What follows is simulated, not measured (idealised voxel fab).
process module | voxel self aligned contacts
cross-section cut | 300 nm wide | cells 5 nm
A cross-section is a grid of square cells, given in bands from the top down. A band is one or more rows of cells.
Each band's line starts with the height of the band's top and of its bottom, in nm. Then come its materials from left to right, each with its width in nm. One material with "throughout" fills the band from edge to edge. "air" is empty space.
Height 0 is the level under which the wafer as received is all one material. The lowest band goes on downwards, as in "0 down".
A width such as "30 to 40" changes by the same amount from each row of cells to the next, from the band's top row to its bottom row.
"no change" after a step means that no cell of the cross-section changed.
closed voids: empty space of 8 cells or more with no open way to the top, each as width x height at its distance from the left edge, in nm
after a step's settings: what the simulator itself notes on the step
overlay nm, on a step with a mask: how far to the right of its planned place the mask lay; to the left if negative
plan
1 op RECEIVE | material Si
2 op CONFORMAL_DEP | material SiO2 | thk nm 5
3 op DIRECTIONAL_DEP | material polySi | thk nm 20
4 op DIRECTIONAL_DEP | material SiN | thk nm 15
5 op PATTERN | tone cover | mask id GATE | material resist | width nm 25 | pitch nm 60 | thk nm 15 | overlay nm 0
6 op DIRECTIONAL_ETCH | etch materials SiN | depth nm 15
7 op DIRECTIONAL_ETCH | etch materials polySi | depth nm 20
8 op STRIP | etch materials resist
9 op CONFORMAL_DEP | material SiN | thk nm 5
10 op DIRECTIONAL_ETCH | etch materials SiN | depth nm 5
11 op FILL_DEP | material SiO2 | thk nm 15
12 op CMP | height nm 50
13 op PATTERN | tone open | mask id CONTACT | material resist | width nm 45 | pitch nm 60 | thk nm 15 | overlay nm -15
14 op DIRECTIONAL_ETCH | etch materials SiO2 | depth nm 50
15 op STRIP | etch materials resist
16 op CONFORMAL_DEP | material TiN | thk nm 5
17 op FILL_DEP | material W | thk nm 10
18 op CMP | height nm 50
19 op CONFORMAL_DEP | material SiCN | thk nm 5
varied across the wafers: overlay nm of step 13. The plan shows the first wafer's value. All wafers start alike
first wafer as received, after step 1
  0 down: Si throughout
  closed voids: none
first wafer at the end, after step 19
  55 to 50: SiCN throughout
  50 to 40: SiO2 80 | TiN 5 to 30 | W 35 to 10 | TiN 5 | SiO2 15 | TiN 5 to 30 | W 35 to 10 | TiN 5 | SiO2 115
  40 to 25: SiO2 70 | SiN 35 | TiN 5 | W 10 | TiN 5 | SiO2 5 | SiN 35 | TiN 5 | W 10 | TiN 5 | SiO2 5 | SiN 35 | SiO2 75
  25 to 5: SiO2 70 | SiN 5 | polySi 25 | SiN 5 | TiN 5 | W 10 | TiN 5 | SiO2 5 | SiN 5 | polySi 25 | SiN 5 | TiN 5 | W 10 | TiN 5 | SiO2 5 | SiN 5 | polySi 25 | SiN 5 | SiO2 75
  5 to 0: SiO2 105 | TiN 20 | SiO2 40 | TiN 20 | SiO2 115
  0 down: Si throughout
  closed voids: none
last wafer at the end
  55 to 50: SiCN throughout
  50 to 40: SiO2 110 | TiN 5 | W 35 to 10 | TiN 5 to 30 | SiO2 15 | TiN 5 | W 35 to 10 | TiN 5 to 30 | SiO2 85
  40 to 25: SiO2 70 | SiN 35 | SiO2 5 | TiN 5 | W 10 | TiN 5 | SiN 35 | SiO2 5 | TiN 5 | W 10 | TiN 5 | SiN 35 | SiO2 75
  25 to 5: SiO2 70 | SiN 5 | polySi 25 | SiN 5 | SiO2 5 | TiN 5 | W 10 | TiN 5 | SiN 5 | polySi 25 | SiN 5 | SiO2 5 | TiN 5 | W 10 | TiN 5 | SiN 5 | polySi 25 | SiN 5 | SiO2 75
  5 to 0: SiO2 110 | TiN 20 | SiO2 40 | TiN 20 | SiO2 110
  0 down: Si throughout
  closed voids: none
each wafer at the end: cells of each material gained (+) or lost (-) since it was received, then its closed voids
overlay nm -15 | +60 SiCN | +87 SiN | +353 SiO2 | +54 TiN | +46 W | +60 polySi | closed voids: none
overlay nm -10 | +60 SiCN | +87 SiN | +337 SiO2 | +54 TiN | +62 W | +60 polySi | closed voids: none
overlay nm -5 | +60 SiCN | +87 SiN | +337 SiO2 | +54 TiN | +62 W | +60 polySi | closed voids: none
overlay nm 0 | +60 SiCN | +87 SiN | +337 SiO2 | +54 TiN | +62 W | +60 polySi | closed voids: none
overlay nm 5 | +60 SiCN | +87 SiN | +337 SiO2 | +54 TiN | +62 W | +60 polySi | closed voids: none
overlay nm 10 | +60 SiCN | +87 SiN | +337 SiO2 | +54 TiN | +62 W | +60 polySi | closed voids: none
overlay nm 15 | +60 SiCN | +87 SiN | +353 SiO2 | +54 TiN | +46 W | +60 polySi | closed voids: none
